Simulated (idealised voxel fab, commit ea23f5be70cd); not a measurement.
This is a process module. Its name is voxel capacitor over wiring.
Each square cell in cross-section cut measures 5 nm, and the section as a whole is 180 nm wide.
Cross-sections here: square-cell grids, written as top-down lists of bands, a band being one or more rows of cells.
It is stipulated that each band's entry specify, in nanometres, the height of the top of the band and then that of its bottom, followed by the materials of the band in left-to-right sequence, each together with its width in nanometres. A single material marked by the word "everywhere" is understood to fill the band from edge to edge; the word "empty" is understood to denote empty space.
Heights from 0 (as-received wafer is one material below). Bottom band endless downward, as "0..down".
The expression "30->40" gives the width at the extremes of the band, the first number at its top row of cells and the second at its bottom row, with the width changing by equal amounts from each row to the next in between.
"no alterations made" after a step means that no cell of the cross-section changed.
The entry "Closed void inventory" lists the empty spaces that cover at least 8 cells and have no open path to the top. Each is written as width x height at distance, where the distance is measured from the left edge and all three values are in nm.
Whatever follows a step's settings on its line is a remark the simulator itself makes about that step.
A step line may carry the setting "overlay nm", which, for steps involving a mask, states the distance by which the mask lay to the right of its intended position; negative values denote displacement to the left.

Steps in the process plan:
1,RECEIVE (material Si)
2,CONFORMAL_DEP (material SiO2; thk nm 15)
3,CONFORMAL_DEP (material SiN; thk nm 5)
4,DIRECTIONAL_DEP (material lowk; thk nm 20)
5,DIRECTIONAL_DEP (material aC; thk nm 10)
6,PATTERN (tone open; mask id METAL_1; material resist; width nm 25; pitch nm 75; thk nm 30; overlay nm 0)
7,DIRECTIONAL_ETCH (etch materials aC; depth nm 10)
8,STRIP (etch materials resist)
9,DIRECTIONAL_ETCH (etch materials lowk; depth nm 20)
10,DIRECTIONAL_ETCH (etch materials SiN; depth nm 5)
11,STRIP (etch materials aC)
12,CONFORMAL_DEP (material TiN; thk nm 5)
13,FILL_DEP (material W; thk nm 10)
14,CMP (height nm 40)
15,CONFORMAL_DEP (material SiCN; thk nm 5)
16,DIRECTIONAL_DEP (material lowk; thk nm 15)
17,DIRECTIONAL_DEP (material aC; thk nm 15)
18,PATTERN (tone open; mask id PLUG_1; material resist; width nm 15; thk nm 35; overlay nm -15)
19,DIRECTIONAL_ETCH (etch materials aC; depth nm 15)
20,STRIP (etch materials resist)
21,DIRECTIONAL_ETCH (etch materials lowk; depth nm 15)
22,DIRECTIONAL_ETCH (etch materials SiCN; depth nm 5)
23,STRIP (etch materials aC)
24,CONFORMAL_DEP (material TiN; thk nm 5)
25,FILL_DEP (material Ru; thk nm 5)
26,CMP (height nm 60)
27,DIRECTIONAL_DEP (material TiN; thk nm 10)
28,DIRECTIONAL_DEP (material Al2O3; thk nm 5)
29,DIRECTIONAL_DEP (material TiN; thk nm 5)
30,PATTERN (tone cover; mask id UPPER_PLATE; material resist; width nm 55; thk nm 20; overlay nm 0)
31,DIRECTIONAL_ETCH (etch materials TiN; depth nm 5)
32,DIRECTIONAL_ETCH (etch materials Al2O3; depth nm 5)
33,STRIP (etch materials resist)
34,PATTERN (tone cover; mask id LOWER_PLATE; material resist; width nm 65; thk nm 20; overlay nm 0)
35,DIRECTIONAL_ETCH (etch materials TiN; depth nm 10)
36,STRIP (etch materials resist)
37,FILL_DEP (material SiO2; thk nm 20)
38,CMP (height nm 95)
39,DIRECTIONAL_DEP (material aC; thk nm 15)
40,PATTERN (tone open; mask id PLUG_2; material resist; width nm 15; thk nm 30; overlay nm 0)
41,DIRECTIONAL_ETCH (etch materials aC; depth nm 15)
42,STRIP (etch materials resist)
43,DIRECTIONAL_ETCH (etch materials SiO2; depth nm 15)
44,STRIP (etch materials aC)
45,CONFORMAL_DEP (material TiN; thk nm 5)
46,FILL_DEP (material Cu; thk nm 10)
47,CMP (height nm 95)
48,CONFORMAL_DEP (material SiN; thk nm 5)
Wafers differ in overlay nm at step 18; plan lists the first wafer's value; identical starting state.

Sectional view: first of several wafers, as received, after step 1:
0..down = Si everywhere
Closed void inventory: none

Per wafer (row), end of module: delta in cells per material since receipt, (+) for gained, (-) for lost; closed voids after that:
overlay nm -15, +11 Al2O3, +2 Cu, +3 Ru, +33 SiCN, +62 SiN, +303 SiO2, +79 TiN, +24 W, +203 lowk, Closed void inventory: none
overlay nm -10, +11 Al2O3, +2 Cu, +3 Ru, +33 SiCN, +62 SiN, +303 SiO2, +79 TiN, +24 W, +203 lowk, Closed void inventory: none
overlay nm -5, +11 Al2O3, +2 Cu, +3 Ru, +33 SiCN, +62 SiN, +303 SiO2, +79 TiN, +24 W, +203 lowk, Closed void inventory: none
overlay nm 0, +11 Al2O3, +2 Cu, +3 Ru, +33 SiCN, +62 SiN, +303 SiO2, +79 TiN, +24 W, +203 lowk, Closed void inventory: none
overlay nm 5, +11 Al2O3, +2 Cu, +3 Ru, +33 SiCN, +62 SiN, +303 SiO2, +79 TiN, +24 W, +203 lowk, Closed void inventory: none
overlay nm 10, +11 Al2O3, +2 Cu, +3 Ru, +33 SiCN, +62 SiN, +303 SiO2, +79 TiN, +24 W, +203 lowk, Closed void inventory: none
overlay nm 15, +11 Al2O3, +2 Cu, +3 Ru, +33 SiCN, +62 SiN, +303 SiO2, +79 TiN, +24 W, +203 lowk, Closed void inventory: none
